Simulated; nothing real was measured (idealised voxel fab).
Module name: voxel trench capacitor (process module)
The figure presents cross-section cut, which has a width of 205 nm and is divided into square cells with an edge length of 5 nm.
This document writes a cross-section as a grid whose cells are square, and gives it as bands, listed from the top down; one or more rows of cells form a band. The band entry comprises the height of the band's top followed by the height of its bottom, expressed in nm, and subsequently the band's materials from left to right, each stated together with its width in nm. Where a single material is marked with the word "all across", that material fills the band from edge to edge. The word "air" represents empty space. Height reference: 0 = level under which incoming wafer is all one material. Lowest band: no bottom, runs on downward, e.g. "0 down". Per-row width for "30 to 40": begins at first number (top row of band), ends at second number (bottom row), increment between rows held constant. Key: "all unchanged" - step with no changed cell in the cross-section. Listed in "Closed voids list": every empty space of 8 or more cells without an open way to the top. Form: width x height at distance, the distance being from the left edge, all in nm. after a step's settings: what the simulator itself notes on the step. For masked steps, "overlay nm" on the step line gives how far right of plan the mask actually lay; a minus sign means it lay to the left.
PLANNED PROCESS STEPS
| 1 | RECEIVE [material Si] |
| 2 | CONFORMAL_DEP [material SiN] [thk nm 10] |
| 3 | MASKED_ETCH [tone open] [mask id TRENCH] [width nm 25] [pitch nm 45] [etch materials SiN] [depth nm 10] [overlay nm 0] |
| 4 | MASKED_ETCH [tone open] [mask id TRENCH] [width nm 25] [pitch nm 45] [etch materials Si] [depth nm 25] [overlay nm 0] |
| 5 | CONFORMAL_DEP [material Al2O3] [thk nm 5] |
| 6 | FILL_DEP [material polySi] [thk nm 5] |
| 7 | CMP [height nm 0] |
All wafers enter the flow in the same state. The height nm at step 7 differs from wafer to wafer, and the plan gives the value for the first wafer.
STEP 1 COMPLETE: AS-RECEIVED CROSS-SECTION OF THE FIRST OF SEVERAL WAFERS
	0 down | Si all across
	Closed voids list: none
TABLE: WAFERS, A ROW EACH; END-OF-MODULE CELL CHANGE PER MATERIAL SINCE RECEIPT, GAIN (+), LOSS (-); THEN CLOSED VOIDS
height nm 0; +26 Al2O3; -50 Si; +24 polySi; Closed voids list: none
height nm 5; +30 Al2O3; -50 Si; +31 SiN; +30 polySi; Closed voids list: none
height nm 10; +34 Al2O3; -50 Si; +62 SiN; +36 polySi; Closed voids list: none
height nm 15; +69 Al2O3; -50 Si; +62 SiN; +42 polySi; Closed voids list: none
height nm 20; +69 Al2O3; -50 Si; +62 SiN; +83 polySi; Closed voids list: none
